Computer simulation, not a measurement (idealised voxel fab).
process module | voxel self aligned vias
cross-section cut | 285 nm wide | cells 5 nm
A cross-section is a grid of square cells, given in bands from the top down. A band is one or more rows of cells.
Each band's line starts with the height of the band's top and of its bottom, in nm. Then come its materials from left to right, each with its width in nm. One material with "throughout" fills the band from edge to edge. "air" is empty space.
Height 0 is the level under which the wafer as received is all one material. The lowest band goes on downwards, as in "0 down".
A width such as "30 to 40" changes by the same amount from each row of cells to the next, from the band's top row to its bottom row.
"no change" after a step means that no cell of the cross-section changed.
closed voids: empty space of 8 cells or more with no open way to the top, each as width x height at its distance from the left edge, in nm
after a step's settings: what the simulator itself notes on the step
overlay nm, on a step with a mask: how far to the right of its planned place the mask lay; to the left if negative
plan
1 op RECEIVE | material Si
2 op CONFORMAL_DEP | material SiO2 | thk nm 10
3 op CONFORMAL_DEP | material SiCN | thk nm 5
4 op DIRECTIONAL_DEP | material SiO2 | thk nm 30
5 op DIRECTIONAL_DEP | material aC | thk nm 10
6 op PATTERN | tone open | mask id LINES | material resist | width nm 25 | pitch nm 60 | thk nm 25 | overlay nm 0
7 op DIRECTIONAL_ETCH | etch materials aC | depth nm 10
8 op STRIP | etch materials resist
9 op DIRECTIONAL_ETCH | etch materials SiO2 | depth nm 30
10 op STRIP | etch materials aC
11 op CONFORMAL_DEP | material TiN | thk nm 5
12 op FILL_DEP | material Ru | thk nm 10
13 op CMP | height nm 45
14 op SELECTIVE_ETCH | etch materials W Ru TiN | depth nm 10
15 op FILL_DEP | material SiN | thk nm 10
16 op CMP | height nm 45
17 op DIRECTIONAL_DEP | material SiO2 | thk nm 20
18 op DIRECTIONAL_DEP | material aC | thk nm 10
19 op PATTERN | tone open | mask id VIAS | material resist | width nm 45 | pitch nm 60 | thk nm 30 | overlay nm 0
20 op DIRECTIONAL_ETCH | etch materials aC | depth nm 10
21 op STRIP | etch materials resist
22 op DIRECTIONAL_ETCH | etch materials SiO2 | depth nm 20
23 op DIRECTIONAL_ETCH | etch materials SiN | depth nm 10
24 op STRIP | etch materials aC
25 op CONFORMAL_DEP | material TiN | thk nm 5
26 op FILL_DEP | material Cu | thk nm 5
27 op CMP | height nm 65
28 op CONFORMAL_DEP | material SiN | thk nm 5
as received, after step 1
  0 down: Si throughout
  closed voids: none
first wafer at the end, as planned
  70 to 65: SiN throughout
  65 to 50: SiO2 60 | TiN 5 | Cu 35 | TiN 5 | SiO2 15 | TiN 5 | Cu 35 | TiN 5 | SiO2 15 | TiN 5 | Cu 35 | TiN 5 | SiO2 60
  50 to 40: SiO2 60 to 70 | TiN 15 to 5 | Cu 15 | TiN 15 to 5 | SiO2 15 to 35 | TiN 15 to 5 | Cu 15 | TiN 15 to 5 | SiO2 15 to 35 | TiN 15 to 5 | Cu 15 | TiN 15 to 5 | SiO2 60 to 70
  40 to 35: SiO2 70 | TiN 25 | SiO2 35 | TiN 25 | SiO2 35 | TiN 25 | SiO2 70
  35 to 20: SiO2 70 | TiN 5 | Ru 15 | TiN 5 | SiO2 35 | TiN 5 | Ru 15 | TiN 5 | SiO2 35 | TiN 5 | Ru 15 | TiN 5 | SiO2 70
  20 to 15: SiO2 70 | TiN 25 | SiO2 35 | TiN 25 | SiO2 35 | TiN 25 | SiO2 70
  15 to 10: SiCN throughout
  10 to 0: SiO2 throughout
  0 down: Si throughout
  closed voids: none
second wafer at the end: like start, like plan, one mistake
  70 to 65: SiN throughout
  65 to 50: SiO2 60 | TiN 5 | Cu 35 | TiN 5 | SiO2 15 | TiN 5 | Cu 35 | TiN 5 | SiO2 15 | TiN 5 | Cu 35 | TiN 5 | SiO2 60
  50 to 40: SiO2 60 to 70 | TiN 15 to 5 | Cu 15 | TiN 15 to 5 | SiO2 15 to 35 | TiN 15 to 5 | Cu 15 | TiN 15 to 5 | SiO2 15 to 35 | TiN 15 to 5 | Cu 15 | TiN 15 to 5 | SiO2 60 to 70
  40 to 35: SiO2 70 | TiN 25 | SiO2 35 | TiN 25 | SiO2 35 | TiN 25 | SiO2 70
  35 to 25: SiO2 70 | TiN 5 | Ru 15 | TiN 5 | SiO2 35 | TiN 5 | Ru 15 | TiN 5 | SiO2 35 | TiN 5 | Ru 15 | TiN 5 | SiO2 70
  25 to 20: SiO2 70 | TiN 25 | SiO2 35 | TiN 25 | SiO2 35 | TiN 25 | SiO2 70
  20 to 15: SiCN throughout
  15 to 0: SiO2 throughout
  0 down: Si throughout
  closed voids: none
what went wrong: step 2 ran as: op CONFORMAL_DEP | material SiO2 | thk nm 15
at the end the second wafer has, in cells: 9 fewer of Ru | 15 more of SiO2 | 6 fewer of TiN
